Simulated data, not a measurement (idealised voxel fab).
The following process module bears the name voxel wiring stack.
This is section cut - it's 205 nm across, gridded in 5 nm square cells.
A cross-section is written here as square cells arranged in a grid, and it is given in bands from the top down, each band taking up one or more rows of cells.
Read a band's entry like this: the first values are the height of its top and the height of its bottom in nm, and what follows is the sequence of materials from left to right, each with its width in nm. Note that "air" is empty space, and that a single material marked "everywhere" reaches across the band from edge to edge.
Measure heights from 0. That's the level where, below it, the as-received wafer is all one material. The lowest band is bottomless and extends downward; write it as in "z 0 and below".
A two-number width, for instance "30..40", indicates that the width is equal to the first number in the top row of the band and to the second number in the bottom row, and that it changes by a constant amount per row of cells.
Given "changes: none" for a step, no cell of the cross-section differs between before and after that step.
The list in "Fully enclosed voids" covers empty spaces of 8 cells or more that cannot reach the top through any open way, and it gives each as width x height at distance; the distance is from the left edge, and width, height and distance are in nm.
That trailing text on a step's line, after the settings, is the simulator's own remark on the step.
"overlay nm" denotes, for a step that has a mask, the displacement of the mask to the right of its planned place, with negative values corresponding to the left.

**The following list gives the planned process steps**
1) RECEIVE, material Si
2) CONFORMAL_DEP, material SiO2, thk nm 10
3) DIRECTIONAL_DEP, material TiN, thk nm 5
4) DIRECTIONAL_DEP, material Ru, thk nm 15
5) MASKED_ETCH, tone cover, mask id METAL_1, width nm 25, pitch nm 45, etch materials Ru, depth nm 15, overlay nm 0
6) MASKED_ETCH, tone cover, mask id METAL_1, width nm 25, pitch nm 45, etch materials TiN, depth nm 5, overlay nm 0
7) FILL_DEP, material lowk, thk nm 5
8) CMP, height nm 30
9) CONFORMAL_DEP, material SiCN, thk nm 5
10) DIRECTIONAL_DEP, material lowk, thk nm 35
11) DIRECTIONAL_DEP, material aC, thk nm 15
12) PATTERN, tone open, mask id METAL_2_HOLES, material resist, width nm 15, pitch nm 45, thk nm 30, overlay nm 0
13) DIRECTIONAL_ETCH, etch materials aC, depth nm 15
14) STRIP, etch materials resist
15) DIRECTIONAL_ETCH, etch materials lowk, depth nm 35
16) STRIP, etch materials aC
17) PATTERN, tone open, mask id METAL_2, material resist, width nm 25, pitch nm 45, thk nm 20, overlay nm 0
18) DIRECTIONAL_ETCH, etch materials lowk, depth nm 20
19) DIRECTIONAL_ETCH, etch materials SiCN, depth nm 5
20) STRIP, etch materials resist
21) CONFORMAL_DEP, material TiN, thk nm 5
22) FILL_DEP, material Cu, thk nm 5
23) CMP, height nm 70
24) CONFORMAL_DEP, material SiCN, thk nm 5
25) DIRECTIONAL_DEP, material lowk, thk nm 20
26) PATTERN, tone open, mask id PLUG_2, material resist, width nm 15, pitch nm 90, thk nm 15, overlay nm -5
27) DIRECTIONAL_ETCH, etch materials lowk, depth nm 20
28) DIRECTIONAL_ETCH, etch materials SiCN, depth nm 5
29) STRIP, etch materials resist
30) CONFORMAL_DEP, material TiN, thk nm 5
31) FILL_DEP, material W, thk nm 10
32) CMP, height nm 95
33) DIRECTIONAL_DEP, material TiN, thk nm 5
34) DIRECTIONAL_DEP, material W, thk nm 15
35) MASKED_ETCH, tone cover, mask id METAL_3, width nm 25, pitch nm 45, etch materials W, depth nm 15, overlay nm 0
36) MASKED_ETCH, tone cover, mask id METAL_3, width nm 25, pitch nm 45, etch materials TiN, depth nm 5, overlay nm 0
37) CONFORMAL_DEP, material SiN, thk nm 5
38) FILL_DEP, material SiO2, thk nm 5
39) CMP, height nm 115
40) CONFORMAL_DEP, material SiCN, thk nm 5
Wafers differ in overlay nm at step 26; plan lists the first wafer's value; identical starting state.

**first wafer as received, after step 1**
> z 0 and below: Si everywhere
> Fully enclosed voids: none

**The following table contains a row per wafer, in which are reported, at the conclusion of the module, the cells of each material gained (+) or lost (-) since the wafer's receipt, with its closed voids given thereafter**
overlay nm -5; +52 Cu; +60 Ru; +105 SiCN; +45 SiN; +121 SiO2; +138 TiN; +68 W; +395 lowk; Fully enclosed voids: none
overlay nm 0; +52 Cu; +60 Ru; +105 SiCN; +45 SiN; +121 SiO2; +138 TiN; +68 W; +395 lowk; Fully enclosed voids: none
overlay nm 5; +52 Cu; +60 Ru; +105 SiCN; +45 SiN; +121 SiO2; +138 TiN; +68 W; +395 lowk; Fully enclosed voids: none
overlay nm 10; +52 Cu; +60 Ru; +105 SiCN; +45 SiN; +121 SiO2; +138 TiN; +68 W; +395 lowk; Fully enclosed voids: none
overlay nm 15; +52 Cu; +60 Ru; +105 SiCN; +45 SiN; +121 SiO2; +138 TiN; +68 W; +395 lowk; Fully enclosed voids: none
